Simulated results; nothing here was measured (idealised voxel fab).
Process module heading - voxel ribs on slabs
This is section cut - it's 220 nm across, gridded in 5 nm square cells.
Cross-sections here: square-cell grids, written as top-down lists of bands, a band being one or more rows of cells.
Heads up on the band format: heights come first, top then bottom, in nm. After that it's the materials left to right, each with its width in nm. A single material flagged "all across" fills the whole band edge to edge, and "air" means there's empty space there.
Heights from 0 (as-received wafer is one material below). Bottom band endless downward, as "0 and below".
It should be noted that a width expressed as "30->40" varies in equal increments from row to row of cells within the band, taking the value of the first number at the top row and that of the second number at the bottom row.
The cross-section has no changed cell in any step marked "no modifications".
Any empty space of 8 cells or more lacking an open way to the top shows up in "Enclosed void listing" as width x height at distance, distance from the left edge, in nm.
Post-settings text on a step line: simulator's own remark regarding the step.
The setting "overlay nm" may be written on the line of a step. When the step uses a mask, the value reports how far to the right of the planned place the mask lay, and a negative value reports that it lay to the left.
### List of planned process steps
| 1 | RECEIVE,material Si |
| 2 | DIRECTIONAL_DEP,material SiO2,thk nm 20 |
| 3 | DIRECTIONAL_DEP,material SiN,thk nm 25 |
| 4 | DIRECTIONAL_DEP,material aC,thk nm 15 |
| 5 | PATTERN,tone cover,mask id RIB,material resist,width nm 15,thk nm 30,overlay nm 0 |
| 6 | DIRECTIONAL_ETCH,etch materials aC,depth nm 15 |
| 7 | STRIP,etch materials resist |
| 8 | DIRECTIONAL_ETCH,etch materials SiN,depth nm 20 |
| 9 | STRIP,etch materials aC |
| 10 | DIRECTIONAL_DEP,material aC,thk nm 10 |
| 11 | PATTERN,tone cover,mask id SLAB,material resist,width nm 45,thk nm 30,overlay nm 0 |
| 12 | DIRECTIONAL_ETCH,etch materials aC,depth nm 10 |
| 13 | STRIP,etch materials resist |
| 14 | DIRECTIONAL_ETCH,etch materials SiN,depth nm 5 |
| 15 | STRIP,etch materials aC |
| 16 | FILL_DEP,material SiO2,thk nm 25 |
| 17 | CMP,height nm 60 |
| 18 | DIRECTIONAL_DEP,material TiN,thk nm 5 |
| 19 | MASKED_ETCH,tone cover,mask id HEATER,width nm 25,etch materials TiN,depth nm 5,overlay nm 0 |
| 20 | CONFORMAL_DEP,material SiO2,thk nm 10 |
### Shown in cross-section is the wafer as received, that is, as it stands after step 1
* 0 and below: Si all across
* Enclosed void listing: none
### Cross-sectional image of the first of two wafers at the end of the module, the run having proceeded as planned
* 75 down to 70: 85 nm air; 45 nm SiO2; 90 nm air
* 70 down to 65: SiO2 all across
* 65 down to 60: 95 nm SiO2; 25 nm TiN; 100 nm SiO2
* 60 down to 45: SiO2 all across
* 45 down to 25: 100 nm SiO2; 15 nm SiN; 105 nm SiO2
* 25 down to 20: 85 nm SiO2; 45 nm SiN; 90 nm SiO2
* 20 down to 0: SiO2 all across
* 0 and below: Si all across
* Enclosed void listing: none
### This is the second of the two wafers, cross-sectioned at the end of the module; it started exactly like the first and was given the same plan, but it was run with one mistake
* 75 down to 70: 85 nm air; 45 nm SiO2; 90 nm air
* 70 down to 65: SiO2 all across
* 65 down to 60: 95 nm SiO2; 25 nm TiN; 100 nm SiO2
* 60 down to 45: 100 nm SiO2; 15 nm SiN; 105 nm SiO2
* 45 down to 40: 85 nm SiO2; 45 nm SiN; 90 nm SiO2
* 40 down to 0: SiO2 all across
* 0 and below: Si all across
* Enclosed void listing: none
What broke from the plan during processing? step 2 of the plan saw execution twice
Final comparison by cell count, materials where the second wafer has more or fewer than the first: 3 fewer of SiN | 3 more of SiO2
